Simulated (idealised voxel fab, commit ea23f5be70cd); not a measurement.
The process module presented herein is designated voxel released beams.
For reference, the cross-section in this document is cut, with width 195 nm and square cells of 5 nm.
Square cells in a grid make up a cross-section in this document, and the grid is given as bands, listed from the top down, each one or more rows of cells.
First you get the band's top height and its bottom height, in nm, and then the materials it's made of, left to right, with each width in nm. If you see a single material with "edge to edge", that one covers the band edge to edge. "blank" is empty space.
We count height from 0. Below that, the starting wafer is all one material. The lowest band never ends at the bottom but goes on down; see "z 0 and below" for how that is written.
Width "30..40": first value at the band's top row of cells, second value at its bottom row, equal change from row to row.
You'll sometimes find "no modification" written for a step, and that's the way of saying that nowhere in the cross-section did a cell change during that step.
For the entry "Closed void list", the listed items are empty spaces with no open way to the top whose size is 8 cells or more; each item follows the pattern width x height at distance, where distance is from the left edge and all three are in nm.
That trailing text on a step's line, after the settings, is the simulator's own remark on the step.
Among the settings permitted on a step's line is "overlay nm"; applied to a step with a mask, it specifies the extent to which the mask lay to the right of its planned position, whereas a negative figure signifies a position to the left.
Process steps foreseen in the plan
1: RECEIVE (material Si)
2: CONFORMAL_DEP (material SiN; thk nm 5)
3: DIRECTIONAL_DEP (material SiO2; thk nm 10)
4: DIRECTIONAL_DEP (material aC; thk nm 10)
5: PATTERN (tone open; mask id ANCHOR; material resist; width nm 40; thk nm 30; overlay nm 0)
6: DIRECTIONAL_ETCH (etch materials aC; depth nm 10)
7: STRIP (etch materials resist)
8: DIRECTIONAL_ETCH (etch materials SiO2; depth nm 10)
9: STRIP (etch materials aC)
10: CONFORMAL_DEP (material W; thk nm 15)
11: MASKED_ETCH (tone cover; mask id BEAM; width nm 110; etch materials W; depth nm 15; overlay nm 0)
12: STRIP (etch materials SiO2)
Of two wafers, the first: run according to plan
Incoming wafer in cross-section (state: after step 1)
* z 0 and below  Si edge to edge
* Closed void list: none
State of the wafer after step 2, shown in cross-section
* z 5 to 0  SiN edge to edge
* All layers under 0 are left as they were.
State of the wafer after step 3, shown in cross-section
* z 15 to 5  SiO2 edge to edge
* All layers under 5 are left as they were.
State of the wafer after step 4, shown in cross-section
* z 25 to 15  aC edge to edge
* All layers under 15 are left as they were.
State of the wafer after step 5, shown in cross-section
* z 55 to 25  resist 45 nm, blank 40 nm, resist 110 nm
* All layers under 25 are left as they were.
State of the wafer after step 6, shown in cross-section
* z 45 to 25  resist 45 nm, blank 40 nm, resist 110 nm
* z 25 to 15  aC 45 nm, blank 40 nm, aC 110 nm
* All layers under 15 are left as they were.
State of the wafer after step 7, shown in cross-section
* z 25 to 15  aC 45 nm, blank 40 nm, aC 110 nm
* All layers under 15 are left as they were.
State of the wafer after step 8, shown in cross-section
* z 25 to 15  aC 45 nm, blank 40 nm, aC 110 nm
* z 15 to 5  SiO2 45 nm, blank 40 nm, SiO2 110 nm
* All layers under 5 are left as they were.
State of the wafer after step 9, shown in cross-section
* z 15 to 5  SiO2 45 nm, blank 40 nm, SiO2 110 nm
* All layers under 5 are left as they were.
State of the wafer after step 10, shown in cross-section
* z 30 to 20  W 60 nm, blank 10 nm, W 125 nm
* z 20 to 15  W edge to edge
* z 15 to 5  SiO2 45 nm, W 40 nm, SiO2 110 nm
* All layers under 5 are left as they were.
State of the wafer after step 11, shown in cross-section
* z 30 to 20  blank 40 nm, W 20 nm, blank 10 nm, W 80 nm, blank 45 nm
* z 20 to 15  blank 40 nm, W 110 nm, blank 45 nm
* All layers under 15 are left as they were.
State of the wafer after step 12, shown in cross-section
* z 30 to 20  blank 40 nm, W 20 nm, blank 10 nm, W 80 nm, blank 45 nm
* z 20 to 15  blank 40 nm, W 110 nm, blank 45 nm
* z 15 to 5  blank 45 nm, W 40 nm, blank 110 nm
* All layers under 5 are left as they were.
Wafer two of two - same starting point, same process plan, one mistake in execution; matches wafer one up to and including step 4
Cross-section of the second wafer when, according to plan, step 5 should have finished
* z 55 to 25  blank 45 nm, resist 40 nm, blank 110 nm
* All layers under 25 are left as they were.
Cross-section of the second wafer when, according to plan, step 6 should have finished
* z 45 to 25  blank 45 nm, resist 40 nm, blank 110 nm
* z 25 to 15  blank 45 nm, aC 40 nm, blank 110 nm
* All layers under 15 are left as they were.
Cross-section of the second wafer when, according to plan, step 7 should have finished
* z 25 to 15  blank 45 nm, aC 40 nm, blank 110 nm
* All layers under 15 are left as they were.
Cross-section of the second wafer when, according to plan, step 8 should have finished
* z 25 to 15  blank 45 nm, aC 40 nm, blank 110 nm
* z 15 to 5  blank 45 nm, SiO2 40 nm, blank 110 nm
* All layers under 5 are left as they were.
Cross-section of the second wafer when, according to plan, step 9 should have finished
* z 15 to 5  blank 45 nm, SiO2 40 nm, blank 110 nm
* All layers under 5 are left as they were.
Cross-section of the second wafer when, according to plan, step 10 should have finished
* z 30 to 20  blank 30 nm, W 70 nm, blank 95 nm
* z 20 to 15  W edge to edge
* z 15 to 5  W 45 nm, SiO2 40 nm, W 110 nm
* All layers under 5 are left as they were.
Cross-section of the second wafer when, according to plan, step 11 should have finished
* z 30 to 20  blank 40 nm, W 60 nm, blank 95 nm
* z 20 to 15  blank 40 nm, W 110 nm, blank 45 nm
* z 15 to 5  blank 30 nm, W 15 nm, SiO2 40 nm, W 65 nm, blank 45 nm
* All layers under 5 are left as they were.
Cross-section of the second wafer when, according to plan, step 12 should have finished: no modification
Processing error: step 5 off recipe, ran as PATTERN (tone cover; mask id ANCHOR; material resist; width nm 40; thk nm 30; overlay nm 0)
Final comparison by cell count, materials where the second wafer has more or fewer than the first: +16 SiO2
